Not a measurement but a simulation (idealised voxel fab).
A process module follows: voxel ribs on slabs.
Pictured: cross-section cut, 155 nm wide, on a grid of 5 nm square cells.
A cross-section in this document is a grid of square cells, and it is written down as bands, the top band listed before the ones below it; a band is made up of one or more rows of cells. First you get the band's top height and its bottom height, in nm, and then the materials it's made of, left to right, with each width in nm. If you see a single material with "throughout", that one covers the band edge to edge. "blank" is empty space. A quick word on heights: they are counted from 0, and under that level the wafer as it came to us is one material throughout. The lowest band is different from the rest in having no bottom; it simply continues downward, written as in "top 0, no bottom". The notation "30->40" denotes a width that varies across the rows of cells in the band, beginning at the first number in the top row, finishing at the second number in the bottom row, and changing by an identical amount from each row to the next. A step reported as "no alteration" is a step in which no cell of the cross-section changed. "Sealed cavities": sealed empty spaces, 8 cells or more, no open way to top, listed width x height at distance, with distance from the left edge and width, height and distance in nm. Post-settings text on a step line: simulator's own remark regarding the step. What "overlay nm" on a step's line means: if the step has a mask, that mask lay this far to the right of its planned place, or, when the value is negative, to the left. Reading key. Pairs: pre-step and post-step cross-section, one process step apart; post-step view only to lowest changed band. Step between + settings: beneath pair. Runs: pairs may be from different runs of this module, same starting wafer. Continuation from pair above: only where "Before-step section" entry says.
Before-step section:
top 0, no bottom: Si throughout
Sealed cavities: none
Post-Process Section:
top 20, bottom 0: SiO2 throughout
Below 0, the layers are the same as they were.
Sealed cavities: none
It is this step that lies between the two cross-sections above: DIRECTIONAL_DEP,material SiO2,thk nm 20
Before-step section: The structure entering this step is exactly what the pair just above shows after its step.
Post-Process Section:
top 35, bottom 20: SiN throughout
Below 20, the layers are the same as they were.
Sealed cavities: none
It is this step that lies between the two cross-sections above: DIRECTIONAL_DEP,material SiN,thk nm 15
Before-step section: The structure entering this step is exactly what the pair just above shows after its step.
Post-Process Section:
top 50, bottom 35: aC throughout
Below 35, the layers are the same as they were.
Sealed cavities: none
It is this step that lies between the two cross-sections above: DIRECTIONAL_DEP,material aC,thk nm 15
Before-step section: The structure entering this step is exactly what the pair just above shows after its step.
Post-Process Section:
top 85, bottom 50: blank (60)  resist (30)  blank (65)
Below 50, the layers are the same as they were.
Sealed cavities: none
It is this step that lies between the two cross-sections above: PATTERN,tone cover,mask id RIB,material resist,width nm 30,thk nm 35,overlay nm 0
Before-step section: The structure entering this step is exactly what the pair just above shows after its step.
Post-Process Section:
top 70, bottom 50: blank (60)  resist (30)  blank (65)
top 50, bottom 35: blank (60)  aC (30)  blank (65)
Below 35, the layers are the same as they were.
Sealed cavities: none
It is this step that lies between the two cross-sections above: DIRECTIONAL_ETCH,etch materials aC,depth nm 15
Before-step section: The structure entering this step is exactly what the pair just above shows after its step.
Post-Process Section:
top 50, bottom 35: blank (60)  aC (30)  blank (65)
Below 35, the layers are the same as they were.
Sealed cavities: none
It is this step that lies between the two cross-sections above: STRIP,etch materials resist
Before-step section: The structure entering this step is exactly what the pair just above shows after its step.
Post-Process Section:
top 50, bottom 35: blank (60)  aC (30)  blank (65)
top 35, bottom 25: blank (60)  SiN (30)  blank (65)
Below 25, the layers are the same as they were.
Sealed cavities: none
It is this step that lies between the two cross-sections above: DIRECTIONAL_ETCH,etch materials SiN,depth nm 10
Before-step section: The structure entering this step is exactly what the pair just above shows after its step.
Post-Process Section:
top 35, bottom 25: blank (60)  SiN (30)  blank (65)
Below 25, the layers are the same as they were.
Sealed cavities: none
It is this step that lies between the two cross-sections above: STRIP,etch materials aC
Before-step section: The structure entering this step is exactly what the pair just above shows after its step.
Post-Process Section:
top 35, bottom 25: blank (60)  SiN (30)  blank (65)
top 25, bottom 20: blank (30)  SiN (90)  blank (35)
Below 20, the layers are the same as they were.
Sealed cavities: none
It is this step that lies between the two cross-sections above: MASKED_ETCH,tone cover,mask id SLAB,width nm 90,etch materials SiN,depth nm 5,overlay nm 0
Before-step section: The structure entering this step is exactly what the pair just above shows after its step.
Post-Process Section:
top 50, bottom 35: SiO2 throughout
top 35, bottom 25: SiO2 (60)  SiN (30)  SiO2 (65)
top 25, bottom 20: SiO2 (30)  SiN (90)  SiO2 (35)
Below 20, the layers are the same as they were.
Sealed cavities: none
It is this step that lies between the two cross-sections above: FILL_DEP,material SiO2,thk nm 15
Before-step section: The structure entering this step is exactly what the pair just above shows after its step.
Post-Process Section:
top 45, bottom 35: SiO2 throughout
Below 35, the layers are the same as they were.
Sealed cavities: none
It is this step that lies between the two cross-sections above: CMP,height nm 45
Before-step section: The structure entering this step is exactly what the pair just above shows after its step.
Post-Process Section:
top 50, bottom 45: W throughout
Below 45, the layers are the same as they were.
Sealed cavities: none
It is this step that lies between the two cross-sections above: DIRECTIONAL_DEP,material W,thk nm 5
Before-step section: The structure entering this step is exactly what the pair just above shows after its step.
Post-Process Section:
top 50, bottom 45: blank (55)  W (40)  blank (60)
Below 45, the layers are the same as they were.
Sealed cavities: none
It is this step that lies between the two cross-sections above: MASKED_ETCH,tone cover,mask id HEATER,width nm 40,etch materials W,depth nm 5,overlay nm 0
Before-step section: The structure entering this step is exactly what the pair just above shows after its step.
Post-Process Section:
top 60, bottom 55: blank (45)  SiN (60)  blank (50)
top 55, bottom 50: SiN throughout
top 50, bottom 45: SiN (55)  W (40)  SiN (60)
Below 45, the layers are the same as they were.
Sealed cavities: none
It is this step that lies between the two cross-sections above: CONFORMAL_DEP,material SiN,thk nm 10
Before-step section:
top 35, bottom 20: SiN throughout
top 20, bottom 0: SiO2 throughout
top 0, no bottom: Si throughout
Sealed cavities: none
Post-Process Section:
top 50, bottom 20: SiN throughout
Below 20, the layers are the same as they were.
Sealed cavities: none
It is this step that lies between the two cross-sections above: DIRECTIONAL_DEP,material SiN,thk nm 15
Before-step section: The structure entering this step is exactly what the pair just above shows after its step.
Post-Process Section:
top 65, bottom 50: aC throughout
Below 50, the layers are the same as they were.
Sealed cavities: none
It is this step that lies between the two cross-sections above: DIRECTIONAL_DEP,material aC,thk nm 15
Before-step section: The structure entering this step is exactly what the pair just above shows after its step.
Post-Process Section:
top 100, bottom 65: blank (60)  resist (30)  blank (65)
Below 65, the layers are the same as they were.
Sealed cavities: none
It is this step that lies between the two cross-sections above: PATTERN,tone cover,mask id RIB,material resist,width nm 30,thk nm 35,overlay nm 0
Before-step section: The structure entering this step is exactly what the pair just above shows after its step.
Post-Process Section:
top 85, bottom 65: blank (60)  resist (30)  blank (65)
top 65, bottom 50: blank (60)  aC (30)  blank (65)
Below 50, the layers are the same as they were.
Sealed cavities: none
It is this step that lies between the two cross-sections above: DIRECTIONAL_ETCH,etch materials aC,depth nm 15
Before-step section: The structure entering this step is exactly what the pair just above shows after its step.
Post-Process Section:
top 65, bottom 50: blank (60)  aC (30)  blank (65)
Below 50, the layers are the same as they were.
Sealed cavities: none
It is this step that lies between the two cross-sections above: STRIP,etch materials resist
Before-step section: The structure entering this step is exactly what the pair just above shows after its step.
Post-Process Section:
top 65, bottom 50: blank (60)  aC (30)  blank (65)
top 50, bottom 40: blank (60)  SiN (30)  blank (65)
Below 40, the layers are the same as they were.
Sealed cavities: none
It is this step that lies between the two cross-sections above: DIRECTIONAL_ETCH,etch materials SiN,depth nm 10
Before-step section: The structure entering this step is exactly what the pair just above shows after its step.
Post-Process Section:
top 50, bottom 40: blank (60)  SiN (30)  blank (65)
Below 40, the layers are the same as they were.
Sealed cavities: none
It is this step that lies between the two cross-sections above: STRIP,etch materials aC
Before-step section: The structure entering this step is exactly what the pair just above shows after its step.
Post-Process Section:
top 50, bottom 40: blank (60)  SiN (30)  blank (65)
top 40, bottom 35: blank (30)  SiN (90)  blank (35)
Below 35, the layers are the same as they were.
Sealed cavities: none
It is this step that lies between the two cross-sections above: MASKED_ETCH,tone cover,mask id SLAB,width nm 90,etch materials SiN,depth nm 5,overlay nm 0
Before-step section: The structure entering this step is exactly what the pair just above shows after its step.
Post-Process Section:
top 65, bottom 50: SiO2 throughout
top 50, bottom 40: SiO2 (60)  SiN (30)  SiO2 (65)
top 40, bottom 35: SiO2 (30)  SiN (90)  SiO2 (35)
Below 35, the layers are the same as they were.
Sealed cavities: none
It is this step that lies between the two cross-sections above: FILL_DEP,material SiO2,thk nm 15
Before-step section: The structure entering this step is exactly what the pair just above shows after its step.
Post-Process Section:
top 45, bottom 35: SiO2 (60->30)  SiN (30->90)  SiO2 (65->35)
Below 35, the layers are the same as they were.
Sealed cavities: none
It is this step that lies between the two cross-sections above: CMP,height nm 45
Before-step section: The structure entering this step is exactly what the pair just above shows after its step.
Post-Process Section:
top 50, bottom 45: W throughout
Below 45, the layers are the same as they were.
Sealed cavities: none
It is this step that lies between the two cross-sections above: DIRECTIONAL_DEP,material W,thk nm 5
Before-step section: The structure entering this step is exactly what the pair just above shows after its step.
Post-Process Section:
top 50, bottom 45: blank (55)  W (40)  blank (60)
Below 45, the layers are the same as they were.
Sealed cavities: none
It is this step that lies between the two cross-sections above: MASKED_ETCH,tone cover,mask id HEATER,width nm 40,etch materials W,depth nm 5,overlay nm 0
Before-step section: The structure entering this step is exactly what the pair just above shows after its step.
Post-Process Section:
top 60, bottom 55: blank (45)  SiN (60)  blank (50)
top 55, bottom 50: SiN throughout
top 50, bottom 45: SiN (55)  W (40)  SiN (60)
Below 45, the layers are the same as they were.
Sealed cavities: none
It is this step that lies between the two cross-sections above: CONFORMAL_DEP,material SiN,thk nm 10
Before-step section:
top 0, no bottom: Si throughout
Sealed cavities: none
Post-Process Section:
top 15, bottom 0: SiN throughout
Below 0, the layers are the same as they were.
Sealed cavities: none
It is this step that lies between the two cross-sections above: DIRECTIONAL_DEP,material SiN,thk nm 15
Before-step section: The structure entering this step is exactly what the pair just above shows after its step.
Post-Process Section:
top 35, bottom 15: SiO2 throughout
Below 15, the layers are the same as they were.
Sealed cavities: none
It is this step that lies between the two cross-sections above: DIRECTIONAL_DEP,material SiO2,thk nm 20
Before-step section: The structure entering this step is exactly what the pair just above shows after its step.
Post-Process Section:
top 50, bottom 35: aC throughout
Below 35, the layers are the same as they were.
Sealed cavities: none
It is this step that lies between the two cross-sections above: DIRECTIONAL_DEP,material aC,thk nm 15
Before-step section: The structure entering this step is exactly what the pair just above shows after its step.
Post-Process Section:
top 85, bottom 50: blank (60)  resist (30)  blank (65)
Below 50, the layers are the same as they were.
Sealed cavities: none
It is this step that lies between the two cross-sections above: PATTERN,tone cover,mask id RIB,material resist,width nm 30,thk nm 35,overlay nm 0
Before-step section: The structure entering this step is exactly what the pair just above shows after its step.
Post-Process Section:
top 70, bottom 50: blank (60)  resist (30)  blank (65)
top 50, bottom 35: blank (60)  aC (30)  blank (65)
Below 35, the layers are the same as they were.
Sealed cavities: none
It is this step that lies between the two cross-sections above: DIRECTIONAL_ETCH,etch materials aC,depth nm 15
Before-step section: The structure entering this step is exactly what the pair just above shows after its step.
Post-Process Section:
top 50, bottom 35: blank (60)  aC (30)  blank (65)
Below 35, the layers are the same as they were.
Sealed cavities: none
It is this step that lies between the two cross-sections above: STRIP,etch materials resist
Before-step section: The structure entering this step is exactly what the pair just above shows after its step.
Post-Process Section:
top 35, bottom 15: SiO2 throughout
Below 15, the layers are the same as they were.
Sealed cavities: none
It is this step that lies between the two cross-sections above: STRIP,etch materials aC
Before-step section: The structure entering this step is exactly what the pair just above shows after its step.
Post-Process Section:
top 50, bottom 15: SiO2 throughout
Below 15, the layers are the same as they were.
Sealed cavities: none
It is this step that lies between the two cross-sections above: FILL_DEP,material SiO2,thk nm 15
Before-step section: The structure entering this step is exactly what the pair just above shows after its step.
Post-Process Section:
top 45, bottom 15: SiO2 throughout
Below 15, the layers are the same as they were.
Sealed cavities: none
It is this step that lies between the two cross-sections above: CMP,height nm 45
Before-step section: The structure entering this step is exactly what the pair just above shows after its step.
Post-Process Section:
top 50, bottom 45: W throughout
Below 45, the layers are the same as they were.
Sealed cavities: none
It is this step that lies between the two cross-sections above: DIRECTIONAL_DEP,material W,thk nm 5
Before-step section: The structure entering this step is exactly what the pair just above shows after its step.
Post-Process Section:
top 50, bottom 45: blank (55)  W (40)  blank (60)
Below 45, the layers are the same as they were.
Sealed cavities: none
It is this step that lies between the two cross-sections above: MASKED_ETCH,tone cover,mask id HEATER,width nm 40,etch materials W,depth nm 5,overlay nm 0
Before-step section: The structure entering this step is exactly what the pair just above shows after its step.
Post-Process Section:
top 60, bottom 55: blank (45)  SiN (60)  blank (50)
top 55, bottom 50: SiN throughout
top 50, bottom 45: SiN (55)  W (40)  SiN (60)
Below 45, the layers are the same as they were.
Sealed cavities: none
It is this step that lies between the two cross-sections above: CONFORMAL_DEP,material SiN,thk nm 10
Before-step section:
top 0, no bottom: Si throughout
Sealed cavities: none
Post-Process Section:
top 30, bottom 0: SiO2 throughout
Below 0, the layers are the same as they were.
Sealed cavities: none
It is this step that lies between the two cross-sections above: DIRECTIONAL_DEP,material SiO2,thk nm 30
Before-step section: The structure entering this step is exactly what the pair just above shows after its step.
Post-Process Section:
top 45, bottom 30: SiN throughout
Below 30, the layers are the same as they were.
Sealed cavities: none
It is this step that lies between the two cross-sections above: DIRECTIONAL_DEP,material SiN,thk nm 15
Before-step section: The structure entering this step is exactly what the pair just above shows after its step.
Post-Process Section:
top 60, bottom 45: aC throughout
Below 45, the layers are the same as they were.
Sealed cavities: none
It is this step that lies between the two cross-sections above: DIRECTIONAL_DEP,material aC,thk nm 15
Before-step section: The structure entering this step is exactly what the pair just above shows after its step.
Post-Process Section:
top 95, bottom 60: blank (60)  resist (30)  blank (65)
Below 60, the layers are the same as they were.
Sealed cavities: none
It is this step that lies between the two cross-sections above: PATTERN,tone cover,mask id RIB,material resist,width nm 30,thk nm 35,overlay nm 0
Before-step section: The structure entering this step is exactly what the pair just above shows after its step.
Post-Process Section:
top 80, bottom 60: blank (60)  resist (30)  blank (65)
top 60, bottom 45: blank (60)  aC (30)  blank (65)
Below 45, the layers are the same as they were.
Sealed cavities: none
It is this step that lies between the two cross-sections above: DIRECTIONAL_ETCH,etch materials aC,depth nm 15
Before-step section: The structure entering this step is exactly what the pair just above shows after its step.
Post-Process Section:
top 60, bottom 45: blank (60)  aC (30)  blank (65)
Below 45, the layers are the same as they were.
Sealed cavities: none
It is this step that lies between the two cross-sections above: STRIP,etch materials resist
Before-step section: The structure entering this step is exactly what the pair just above shows after its step.
Post-Process Section:
top 60, bottom 45: blank (60)  aC (30)  blank (65)
top 45, bottom 35: blank (60)  SiN (30)  blank (65)
Below 35, the layers are the same as they were.
Sealed cavities: none
It is this step that lies between the two cross-sections above: DIRECTIONAL_ETCH,etch materials SiN,depth nm 10
Before-step section: The structure entering this step is exactly what the pair just above shows after its step.
Post-Process Section:
top 45, bottom 35: blank (60)  SiN (30)  blank (65)
Below 35, the layers are the same as they were.
Sealed cavities: none
It is this step that lies between the two cross-sections above: STRIP,etch materials aC
Before-step section: The structure entering this step is exactly what the pair just above shows after its step.
Post-Process Section:
top 45, bottom 35: blank (60)  SiN (30)  blank (65)
top 35, bottom 30: blank (30)  SiN (90)  blank (35)
Below 30, the layers are the same as they were.
Sealed cavities: none
It is this step that lies between the two cross-sections above: MASKED_ETCH,tone cover,mask id SLAB,width nm 90,etch materials SiN,depth nm 5,overlay nm 0
Before-step section: The structure entering this step is exactly what the pair just above shows after its step.
Post-Process Section:
top 60, bottom 45: SiO2 throughout
top 45, bottom 35: SiO2 (60)  SiN (30)  SiO2 (65)
top 35, bottom 30: SiO2 (30)  SiN (90)  SiO2 (35)
Below 30, the layers are the same as they were.
Sealed cavities: none
It is this step that lies between the two cross-sections above: FILL_DEP,material SiO2,thk nm 15
Before-step section: The structure entering this step is exactly what the pair just above shows after its step.
Post-Process Section:
top 45, bottom 35: SiO2 (60)  SiN (30)  SiO2 (65)
Below 35, the layers are the same as they were.
Sealed cavities: none
It is this step that lies between the two cross-sections above: CMP,height nm 45
Before-step section: The structure entering this step is exactly what the pair just above shows after its step.
Post-Process Section:
top 50, bottom 45: W throughout
Below 45, the layers are the same as they were.
Sealed cavities: none
It is this step that lies between the two cross-sections above: DIRECTIONAL_DEP,material W,thk nm 5
Before-step section: The structure entering this step is exactly what the pair just above shows after its step.
Post-Process Section:
top 50, bottom 45: blank (55)  W (40)  blank (60)
Below 45, the layers are the same as they were.
Sealed cavities: none
It is this step that lies between the two cross-sections above: MASKED_ETCH,tone cover,mask id HEATER,width nm 40,etch materials W,depth nm 5,overlay nm 0
Before-step section: The structure entering this step is exactly what the pair just above shows after its step.
Post-Process Section:
top 60, bottom 55: blank (45)  SiN (60)  blank (50)
top 55, bottom 50: SiN throughout
top 50, bottom 45: SiN (55)  W (40)  SiN (60)
Below 45, the layers are the same as they were.
Sealed cavities: none
It is this step that lies between the two cross-sections above: CONFORMAL_DEP,material SiN,thk nm 10
Before-step section:
top 35, bottom 25: blank (60)  SiN (30)  blank (65)
top 25, bottom 20: SiN throughout
top 20, bottom 0: SiO2 throughout
top 0, no bottom: Si throughout
Sealed cavities: none
Post-Process Section:
top 35, bottom 25: blank (60)  SiN (30)  blank (65)
top 25, bottom 20: blank (30)  SiN (95)  blank (30)
Below 20, the layers are the same as they were.
Sealed cavities: none
It is this step that lies between the two cross-sections above: MASKED_ETCH,tone cover,mask id SLAB,width nm 95,etch materials SiN,depth nm 5,overlay nm 0
Before-step section: The structure entering this step is exactly what the pair just above shows after its step.
Post-Process Section:
top 50, bottom 35: SiO2 throughout
top 35, bottom 25: SiO2 (60)  SiN (30)  SiO2 (65)
top 25, bottom 20: SiO2 (30)  SiN (95)  SiO2 (30)
Below 20, the layers are the same as they were.
Sealed cavities: none
It is this step that lies between the two cross-sections above: FILL_DEP,material SiO2,thk nm 15
Before-step section: The structure entering this step is exactly what the pair just above shows after its step.
Post-Process Section:
top 45, bottom 35: SiO2 throughout
Below 35, the layers are the same as they were.
Sealed cavities: none
It is this step that lies between the two cross-sections above: CMP,height nm 45
Before-step section: The structure entering this step is exactly what the pair just above shows after its step.
Post-Process Section:
top 50, bottom 45: W throughout
Below 45, the layers are the same as they were.
Sealed cavities: none
It is this step that lies between the two cross-sections above: DIRECTIONAL_DEP,material W,thk nm 5
Before-step section: The structure entering this step is exactly what the pair just above shows after its step.
Post-Process Section:
top 50, bottom 45: blank (55)  W (40)  blank (60)
Below 45, the layers are the same as they were.
Sealed cavities: none
It is this step that lies between the two cross-sections above: MASKED_ETCH,tone cover,mask id HEATER,width nm 40,etch materials W,depth nm 5,overlay nm 0
Before-step section: The structure entering this step is exactly what the pair just above shows after its step.
Post-Process Section:
top 60, bottom 55: blank (45)  SiN (60)  blank (50)
top 55, bottom 50: SiN throughout
top 50, bottom 45: SiN (55)  W (40)  SiN (60)
Below 45, the layers are the same as they were.
Sealed cavities: none
It is this step that lies between the two cross-sections above: CONFORMAL_DEP,material SiN,thk nm 10
Before-step section:
top 50, bottom 45: W throughout
top 45, bottom 35: SiO2 throughout
top 35, bottom 25: SiO2 (60)  SiN (30)  SiO2 (65)
top 25, bottom 20: SiO2 (30)  SiN (90)  SiO2 (35)
top 20, bottom 0: SiO2 throughout
top 0, no bottom: Si throughout
Sealed cavities: none
Post-Process Section:
top 50, bottom 45: blank (60)  W (40)  blank (55)
Below 45, the layers are the same as they were.
Sealed cavities: none
It is this step that lies between the two cross-sections above: MASKED_ETCH,tone cover,mask id HEATER,width nm 40,etch materials W,depth nm 5,overlay nm 5
Before-step section: The structure entering this step is exactly what the pair just above shows after its step.
Post-Process Section:
top 60, bottom 55: blank (50)  SiN (60)  blank (45)
top 55, bottom 50: SiN throughout
top 50, bottom 45: SiN (60)  W (40)  SiN (55)
Below 45, the layers are the same as they were.
Sealed cavities: none
It is this step that lies between the two cross-sections above: CONFORMAL_DEP,material SiN,thk nm 10
Before-step section:
top 45, bottom 35: SiO2 throughout
top 35, bottom 25: SiO2 (60)  SiN (30)  SiO2 (65)
top 25, bottom 20: SiO2 (30)  SiN (90)  SiO2 (35)
top 20, bottom 0: SiO2 throughout
top 0, no bottom: Si throughout
Sealed cavities: none
Post-Process Section:
top 50, bottom 45: SiN throughout
Below 45, the layers are the same as they were.
Sealed cavities: none
It is this step that lies between the two cross-sections above: DIRECTIONAL_DEP,material SiN,thk nm 5
Before-step section: The structure entering this step is exactly what the pair just above shows after its step.
Post-Process Section:
top 60, bottom 45: SiN throughout
Below 45, the layers are the same as they were.
Sealed cavities: none
It is this step that lies between the two cross-sections above: CONFORMAL_DEP,material SiN,thk nm 10
Before-step section:
top 35, bottom 25: blank (60)  SiN (30)  blank (65)
top 25, bottom 20: SiN throughout
top 20, bottom 0: SiO2 throughout
top 0, no bottom: Si throughout
Sealed cavities: none
Post-Process Section:
top 30, bottom 25: blank (60)  SiN (30)  blank (65)
top 25, bottom 20: SiN (30)  blank (30)  SiN (30)  blank (30)  SiN (35)
Below 20, the layers are the same as they were.
Sealed cavities: none
It is this step that lies between the two cross-sections above: MASKED_ETCH,tone open,mask id SLAB,width nm 90,etch materials SiN,depth nm 5,overlay nm 0
Before-step section: The structure entering this step is exactly what the pair just above shows after its step.
Post-Process Section:
top 45, bottom 30: SiO2 throughout
top 30, bottom 25: SiO2 (60)  SiN (30)  SiO2 (65)
top 25, bottom 20: SiN (30)  SiO2 (30)  SiN (30)  SiO2 (30)  SiN (35)
Below 20, the layers are the same as they were.
Sealed cavities: none
It is this step that lies between the two cross-sections above: FILL_DEP,material SiO2,thk nm 15
Before-step section: The structure entering this step is exactly what the pair just above shows after its step.
Post-Process Section:
top 50, bottom 45: W throughout
Below 45, the layers are the same as they were.
Sealed cavities: none
It is this step that lies between the two cross-sections above: DIRECTIONAL_DEP,material W,thk nm 5
Before-step section: The structure entering this step is exactly what the pair just above shows after its step.
Post-Process Section:
top 50, bottom 45: blank (55)  W (40)  blank (60)
Below 45, the layers are the same as they were.
Sealed cavities: none
It is this step that lies between the two cross-sections above: MASKED_ETCH,tone cover,mask id HEATER,width nm 40,etch materials W,depth nm 5,overlay nm 0
Before-step section: The structure entering this step is exactly what the pair just above shows after its step.
Post-Process Section:
top 60, bottom 55: blank (45)  SiN (60)  blank (50)
top 55, bottom 50: SiN throughout
top 50, bottom 45: SiN (55)  W (40)  SiN (60)
Below 45, the layers are the same as they were.
Sealed cavities: none
It is this step that lies between the two cross-sections above: CONFORMAL_DEP,material SiN,thk nm 10
